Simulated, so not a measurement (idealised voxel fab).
process module | voxel released beams
cross-section cut | 175 nm wide | cells 5 nm
A cross-section is a grid of square cells, given in bands from the top down. A band is one or more rows of cells.
Each band's line starts with the height of the band's top and of its bottom, in nm. Then come its materials from left to right, each with its width in nm. One material with "throughout" fills the band from edge to edge. "air" is empty space.
Height 0 is the level under which the wafer as received is all one material. The lowest band goes on downwards, as in "0 down".
A width such as "30 to 40" changes by the same amount from each row of cells to the next, from the band's top row to its bottom row.
"no change" after a step means that no cell of the cross-section changed.
closed voids: empty space of 8 cells or more with no open way to the top, each as width x height at its distance from the left edge, in nm
after a step's settings: what the simulator itself notes on the step
overlay nm, on a step with a mask: how far to the right of its planned place the mask lay; to the left if negative
plan
1 op RECEIVE | material Si
2 op CONFORMAL_DEP | material SiN | thk nm 10
3 op DIRECTIONAL_DEP | material SiO2 | thk nm 15
4 op PATTERN | tone open | mask id ANCHOR | material resist | width nm 45 | thk nm 20 | overlay nm 0
5 op DIRECTIONAL_ETCH | etch materials SiO2 | depth nm 15
6 op STRIP | etch materials resist
7 op CONFORMAL_DEP | material W | thk nm 15
8 op MASKED_ETCH | tone cover | mask id BEAM | width nm 110 | etch materials W | depth nm 15 | overlay nm 0
9 op STRIP | etch materials SiO2
as received, after step 1
  0 down: Si throughout
  closed voids: none
first wafer at the end, as planned
  40 to 25: air 30 | W 20 | air 15 | W 75 | air 35
  25 to 10: air 35 | W 45 | air 95
  10 to 0: SiN throughout
  0 down: Si throughout
  closed voids: none
second wafer at the end: like start, like plan, one mistake
  35 to 25: air 30 | W 15 | air 25 | W 70 | air 35
  25 to 20: air 35 | W 10 | air 25 | W 10 | air 95
  20 to 10: air 35 | W 45 | air 95
  10 to 0: SiN throughout
  0 down: Si throughout
  closed voids: none
what went wrong: step 7 ran as: op CONFORMAL_DEP | material W | thk nm 10
at the end the second wafer has, in cells: 28 fewer of W
